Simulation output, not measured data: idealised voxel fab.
You're looking at the process module voxel gate over fins.
Shown is cross-section cut, with a width of 250 nm and square cells of size 5 nm.
A cross-section in this document is a grid of square cells, and it is written down as bands, the top band listed before the ones below it; a band is made up of one or more rows of cells. Read a band's entry like this: the first values are the height of its top and the height of its bottom in nm, and what follows is the sequence of materials from left to right, each with its width in nm. Note that "blank" is empty space, and that a single material marked "full width" reaches across the band from edge to edge. Heads up on the height convention: 0 is the point under which the incoming wafer is all one material, and the lowest band has no bottom, it just keeps going down, like "0 down". Width: "30->40" (first number = top row, second number = bottom row, same change from row to row of cells). Basically "all unchanged" means that step didn't change any cell in the cross-section. So "Entrapped voids" is basically the list of trapped voids: any empty space of 8 cells or more that can't reach the top through an opening. They're written width x height at distance, the distance being from the left edge, and it's all nm. On each step's line, the part that comes after the settings is the simulator's own comment on the step. Steps that use a mask can have "overlay nm" on their line. It says how far the mask sat to the right of where it was meant to be. Negative means to the left.
Here's what the planned process steps look like
1 RECEIVE,material Si
2 CONFORMAL_DEP,material SiN,thk nm 5
3 MASKED_ETCH,tone cover,mask id FINS,width nm 15,pitch nm 55,etch materials SiN,depth nm 5,overlay nm 0
4 MASKED_ETCH,tone cover,mask id FINS,width nm 15,pitch nm 55,etch materials Si,depth nm 40,overlay nm 0
5 OXIDIZE,depth nm 5
6 FILL_DEP,material SiO2,thk nm 15
7 CMP,height nm 5
8 MASKED_ETCH,tone open,mask id RAIL,width nm 15,etch materials SiO2,depth nm 40,overlay nm 0
9 CONFORMAL_DEP,material TiN,thk nm 5
10 FILL_DEP,material W,thk nm 10
11 CMP,height nm 5
12 SELECTIVE_ETCH,etch materials W Ru TiN,depth nm 30
13 FILL_DEP,material SiO2,thk nm 5
14 CMP,height nm 5
15 SELECTIVE_ETCH,etch materials SiO2,depth nm 20
16 STRIP,etch materials SiN
17 CONFORMAL_DEP,material HfO2,thk nm 5
18 CONFORMAL_DEP,material TiN,thk nm 5
19 FILL_DEP,material W,thk nm 10
20 CMP,height nm 15
21 CONFORMAL_DEP,material SiN,thk nm 5
As-received state of the wafer in cross-section, equivalent to post-step 1
0 down | Si full width
Entrapped voids: none
Post-module cross-section of the first of two wafers (run per plan)
20 to 15 | SiN full width
15 to 10 | W full width
10 to 5 | W (30), TiN (25), W (30), TiN (25), W (30), TiN (25), W (30), TiN (25), W (30)
5 to 0 | W (30), TiN (5), HfO2 (15), TiN (5), W (30), TiN (5), HfO2 (15), TiN (5), W (30), TiN (5), HfO2 (15), TiN (5), W (30), TiN (5), HfO2 (15), TiN (5), W (30)
0 to -5 | W (30), TiN (5), HfO2 (5), Si (5), HfO2 (5), TiN (5), W (30), TiN (5), HfO2 (5), Si (5), HfO2 (5), TiN (5), W (30), TiN (5), HfO2 (5), Si (5), HfO2 (5), TiN (5), W (30), TiN (5), HfO2 (5), Si (5), HfO2 (5), TiN (5), W (30)
-5 to -10 | TiN (35), HfO2 (5), Si (5), HfO2 (5), TiN (40), HfO2 (5), Si (5), HfO2 (5), TiN (40), HfO2 (5), Si (5), HfO2 (5), TiN (40), HfO2 (5), Si (5), HfO2 (5), TiN (35)
-10 to -15 | HfO2 (40), Si (5), HfO2 (50), Si (5), HfO2 (50), Si (5), HfO2 (50), Si (5), HfO2 (40)
-15 to -25 | SiO2 (40), Si (5), SiO2 (50), Si (5), SiO2 (50), Si (5), SiO2 (50), Si (5), SiO2 (40)
-25 to -30 | SiO2 (40), Si (5), SiO2 (15), TiN (5), W (5), TiN (5), SiO2 (20), Si (5), SiO2 (50), Si (5), SiO2 (50), Si (5), SiO2 (40)
-30 to -35 | SiO2 (40), Si (5), SiO2 (15), TiN (15), SiO2 (20), Si (5), SiO2 (50), Si (5), SiO2 (50), Si (5), SiO2 (40)
-35 to -45 | SiO2 (40), Si (5), SiO2 (50), Si (5), SiO2 (50), Si (5), SiO2 (50), Si (5), SiO2 (40)
-45 down | Si full width
Entrapped voids: none
Wafer two, end of module, cross-section. Same start, same plan as wafer one. One mistake in the run
20 to 15 | SiN full width
15 to 10 | W full width
10 to 5 | W (30), TiN (25), W (30), TiN (25), W (30), TiN (25), W (30), TiN (25), W (30)
5 to 0 | W (30), TiN (5), HfO2 (15), TiN (5), W (30), TiN (5), HfO2 (15), TiN (5), W (30), TiN (5), HfO2 (15), TiN (5), W (30), TiN (5), HfO2 (15), TiN (5), W (30)
0 to -5 | W (30), TiN (5), HfO2 (5), Si (5), HfO2 (5), TiN (5), W (30), TiN (5), HfO2 (5), Si (5), HfO2 (5), TiN (5), W (30), TiN (5), HfO2 (5), Si (5), HfO2 (5), TiN (5), W (30), TiN (5), HfO2 (5), Si (5), HfO2 (5), TiN (5), W (30)
-5 to -10 | TiN (35), HfO2 (5), Si (5), HfO2 (5), TiN (40), HfO2 (5), Si (5), HfO2 (5), TiN (40), HfO2 (5), Si (5), HfO2 (5), TiN (40), HfO2 (5), Si (5), HfO2 (5), TiN (35)
-10 to -15 | HfO2 (40), Si (5), HfO2 (50), Si (5), HfO2 (50), Si (5), HfO2 (50), Si (5), HfO2 (40)
-15 to -25 | SiO2 (40), Si (5), SiO2 (50), Si (5), SiO2 (50), Si (5), SiO2 (50), Si (5), SiO2 (40)
-25 to -30 | W (30), TiN (5), SiO2 (5), Si (5), SiO2 (5), TiN (10), SiO2 (15), TiN (5), W (5), TiN (5), SiO2 (5), Si (5), SiO2 (5), TiN (5), W (30), TiN (5), SiO2 (5), Si (5), SiO2 (5), TiN (5), W (30), TiN (5), SiO2 (5), Si (5), SiO2 (5), TiN (5), W (30)
-30 to -35 | TiN (35), SiO2 (5), Si (5), SiO2 (5), TiN (10), SiO2 (15), TiN (15), SiO2 (5), Si (5), SiO2 (5), TiN (40), SiO2 (5), Si (5), SiO2 (5), TiN (40), SiO2 (5), Si (5), SiO2 (5), TiN (35)
-35 to -45 | SiO2 (40), Si (5), SiO2 (50), Si (5), SiO2 (50), Si (5), SiO2 (50), Si (5), SiO2 (40)
-45 down | Si full width
Entrapped voids: none
Short version of what went wrong: in deviation from the planned setting, step 8 was conducted as MASKED_ETCH,tone cover,mask id RAIL,width nm 15,etch materials SiO2,depth nm 40,overlay nm 0
FYI, end of process, the second wafer has more or fewer cells of some materials than the first: SiO2: 64 fewer | TiN: 40 more | W: 24 more
